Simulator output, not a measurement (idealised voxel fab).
process module | voxel air gaps
cross-section cut | 240 nm wide | cells 5 nm
A cross-section is a grid of square cells, given in bands from the top down. A band is one or more rows of cells.
Each band's line starts with the height of the band's top and of its bottom, in nm. Then come its materials from left to right, each with its width in nm. One material with "throughout" fills the band from edge to edge. "air" is empty space.
Height 0 is the level under which the wafer as received is all one material. The lowest band goes on downwards, as in "0 down".
A width such as "30 to 40" changes by the same amount from each row of cells to the next, from the band's top row to its bottom row.
"no change" after a step means that no cell of the cross-section changed.
closed voids: empty space of 8 cells or more with no open way to the top, each as width x height at its distance from the left edge, in nm
after a step's settings: what the simulator itself notes on the step
overlay nm, on a step with a mask: how far to the right of its planned place the mask lay; to the left if negative
plan
1 op RECEIVE | material Si
2 op CONFORMAL_DEP | material SiO2 | thk nm 10
3 op CONFORMAL_DEP | material SiCN | thk nm 5
4 op DIRECTIONAL_DEP | material SiO2 | thk nm 40
5 op MASKED_ETCH | tone open | mask id LINES | width nm 15 | pitch nm 45 | etch materials SiO2 | depth nm 40 | overlay nm -15
6 op CONFORMAL_DEP | material TiN | thk nm 5
7 op FILL_DEP | material Cu | thk nm 10
8 op CMP | height nm 55
9 op EPI | material Ru | thk nm 10
10 op SELECTIVE_ETCH | etch materials SiO2 | depth nm 50
11 op CONFORMAL_DEP | material SiCN | thk nm 5
varied across the wafers: overlay nm of step 5. The plan shows the first wafer's value. All wafers start alike
first wafer as received, after step 1
  0 down: Si throughout
  closed voids: none
each wafer at the end: cells of each material gained (+) or lost (-) since it was received, then its closed voids
overlay nm -15 | +28 Cu | +56 Ru | +208 SiCN | +96 SiO2 | +68 TiN | closed voids: 20 x 30 at 50; 20 x 30 at 95; 20 x 30 at 140
overlay nm -10 | +28 Cu | +56 Ru | +208 SiCN | +96 SiO2 | +68 TiN | closed voids: 20 x 30 at 55; 20 x 30 at 100; 20 x 30 at 145
overlay nm -5 | +28 Cu | +56 Ru | +208 SiCN | +96 SiO2 | +68 TiN | closed voids: 20 x 30 at 60; 20 x 30 at 105; 20 x 30 at 150
overlay nm 0 | +28 Cu | +56 Ru | +208 SiCN | +96 SiO2 | +68 TiN | closed voids: 20 x 30 at 65; 20 x 30 at 110; 20 x 30 at 155
overlay nm 5 | +28 Cu | +56 Ru | +208 SiCN | +96 SiO2 | +68 TiN | closed voids: 20 x 30 at 70; 20 x 30 at 115; 20 x 30 at 160
overlay nm 10 | +28 Cu | +56 Ru | +208 SiCN | +96 SiO2 | +68 TiN | closed voids: 20 x 30 at 75; 20 x 30 at 120; 20 x 30 at 165
overlay nm 15 | +28 Cu | +56 Ru | +208 SiCN | +96 SiO2 | +68 TiN | closed voids: 20 x 30 at 80; 20 x 30 at 125; 20 x 30 at 170
